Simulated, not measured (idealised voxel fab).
process module | voxel self aligned contacts
cross-section cut | 230 nm wide | cells 5 nm
A cross-section is a grid of square cells, given in bands from the top down. A band is one or more rows of cells.
Each band's line starts with the height of the band's top and of its bottom, in nm. Then come its materials from left to right, each with its width in nm. One material with "throughout" fills the band from edge to edge. "air" is empty space.
Height 0 is the level under which the wafer as received is all one material. The lowest band goes on downwards, as in "0 down".
A width such as "30 to 40" changes by the same amount from each row of cells to the next, from the band's top row to its bottom row.
"no change" after a step means that no cell of the cross-section changed.
closed voids: empty space of 8 cells or more with no open way to the top, each as width x height at its distance from the left edge, in nm
after a step's settings: what the simulator itself notes on the step
overlay nm, on a step with a mask: how far to the right of its planned place the mask lay; to the left if negative
plan
1 op RECEIVE | material Si
2 op OXIDIZE | depth nm 5
3 op DIRECTIONAL_DEP | material polySi | thk nm 25
4 op DIRECTIONAL_DEP | material SiN | thk nm 20
5 op PATTERN | tone cover | mask id GATE | material resist | width nm 35 | pitch nm 70 | thk nm 15 | overlay nm 0
6 op DIRECTIONAL_ETCH | etch materials SiN | depth nm 20
7 op DIRECTIONAL_ETCH | etch materials polySi | depth nm 25
8 op STRIP | etch materials resist
9 op CONFORMAL_DEP | material SiN | thk nm 5
10 op DIRECTIONAL_ETCH | etch materials SiN | depth nm 5
11 op FILL_DEP | material SiO2 | thk nm 15
12 op CMP | height nm 50
13 op MASKED_ETCH | tone open | mask id CONTACT | width nm 55 | etch materials SiO2 | depth nm 55 | overlay nm 0
14 op CONFORMAL_DEP | material TiN | thk nm 5
15 op FILL_DEP | material Ru | thk nm 10
16 op CMP | height nm 50
17 op CONFORMAL_DEP | material SiCN | thk nm 5
as received, after step 1
  0 down: Si throughout
  closed voids: none
first wafer at the end, as planned
  55 to 50: SiCN throughout
  50 to 45: SiO2 85 | TiN 20 | Ru 15 | TiN 20 | SiO2 90
  45 to 25: SiO2 55 | SiN 45 | TiN 5 | Ru 15 | TiN 5 | SiN 45 | SiO2 60
  25 to 0: SiO2 55 | SiN 5 | polySi 35 | SiN 5 | TiN 5 | Ru 15 | TiN 5 | SiN 5 | polySi 35 | SiN 5 | SiO2 60
  0 to -5: SiO2 100 | TiN 25 | SiO2 105
  -5 down: Si throughout
  closed voids: none
second wafer at the end: like start, like plan, one mistake
  55 to 50: SiCN throughout
  50 to 45: SiO2 80 | TiN 25 | Ru 15 | TiN 25 | SiO2 85
  45 to 25: SiO2 55 | SiN 45 | TiN 5 | Ru 15 | TiN 5 | SiN 45 | SiO2 60
  25 to 0: SiO2 55 | SiN 5 | polySi 35 | SiN 5 | TiN 5 | Ru 15 | TiN 5 | SiN 5 | polySi 35 | SiN 5 | SiO2 60
  0 to -5: SiO2 100 | TiN 25 | SiO2 105
  -5 down: Si throughout
  closed voids: none
what went wrong: step 13 ran as: op MASKED_ETCH | tone open | mask id CONTACT | width nm 65 | etch materials SiO2 | depth nm 55 | overlay nm 0
at the end the second wafer has, in cells: 2 fewer of SiO2 | 2 more of TiN
